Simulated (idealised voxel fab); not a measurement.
Process module heading - voxel self aligned vias
Square cell edge 5 nm, section width 290 nm, ID cut.
We lay out every cross-section as a grid of square cells and spell it out in bands from the top down, where one band means one or more rows of cells.
For a band, the entry starts with two heights in nm, that of the top and then that of the bottom, and carries on with the band's materials in order from left to right, each alongside its width in nm; the word "edge to edge" beside a single material means it fills the band edge to edge, and "empty" means empty space.
All heights in this document are referenced to 0, defined as the level beneath which the wafer, as received, consists entirely of one material. The lowest band is not bounded below; it extends indefinitely downward and is written in the form "0 -> down".
The notation "30..40" denotes a width that varies across the rows of cells in the band, beginning at the first number in the top row, finishing at the second number in the bottom row, and changing by an identical amount from each row to the next.
Where the words "all unchanged" appear for a step, the cross-section shows no cell changed by that step; every cell remained as before.
Any empty space of 8 cells or more lacking an open way to the top shows up in "Closed void register" as width x height at distance, distance from the left edge, in nm.
On each step's line, the part that comes after the settings is the simulator's own comment on the step.
overlay nm: on a step with a mask, how far right of its planned place the mask lay; negative means left.

Process steps foreseen in the plan
step 1: RECEIVE,material Si
step 2: CONFORMAL_DEP,material SiO2,thk nm 10
step 3: CONFORMAL_DEP,material SiCN,thk nm 5
step 4: DIRECTIONAL_DEP,material lowk,thk nm 25
step 5: MASKED_ETCH,tone open,mask id LINES,width nm 25,pitch nm 65,etch materials lowk,depth nm 25,overlay nm 0
step 6: CONFORMAL_DEP,material TiN,thk nm 5
step 7: FILL_DEP,material Ru,thk nm 5
step 8: CMP,height nm 40
step 9: SELECTIVE_ETCH,etch materials W Ru TiN,depth nm 10
step 10: FILL_DEP,material SiN,thk nm 10
step 11: CMP,height nm 40
step 12: DIRECTIONAL_DEP,material lowk,thk nm 20
step 13: MASKED_ETCH,tone open,mask id VIAS,width nm 45,etch materials lowk,depth nm 20,overlay nm 0
step 14: MASKED_ETCH,tone open,mask id VIAS,width nm 45,etch materials SiN,depth nm 10,overlay nm 0
step 15: CONFORMAL_DEP,material TiN,thk nm 5
step 16: FILL_DEP,material Ru,thk nm 10
step 17: CMP,height nm 60
step 18: CONFORMAL_DEP,material SiCN,thk nm 5

Cross-section, incoming material, after step 1
- 0 -> down | Si edge to edge
- Closed void register: none

Figure: cross-sectional view of the wafer upon completion of the module, processed from the initial state and according to the plan depicted above, with one error introduced during execution
- 65 -> 60 | SiO2 edge to edge
- 60 -> 45 | lowk: 90; TiN: 5; Ru: 35; TiN: 5; lowk: 155
- 45 -> 40 | lowk: 90; TiN: 15; Ru: 15; TiN: 15; lowk: 155
- 40 -> 35 | lowk: 100; TiN: 5; Ru: 15; TiN: 5; lowk: 40; SiN: 25; lowk: 100
- 35 -> 30 | lowk: 100; TiN: 25; lowk: 40; SiN: 25; lowk: 100
- 30 -> 20 | lowk: 100; TiN: 5; Ru: 15; TiN: 5; lowk: 40; TiN: 5; Ru: 15; TiN: 5; lowk: 100
- 20 -> 15 | lowk: 100; TiN: 25; lowk: 40; TiN: 25; lowk: 100
- 15 -> 10 | SiCN edge to edge
- 10 -> 0 | SiO2 edge to edge
- 0 -> down | Si edge to edge
- Closed void register: none
Diagnosis: step 18 ran with different settings than intended, the actual operation and settings being CONFORMAL_DEP,material SiO2,thk nm 5
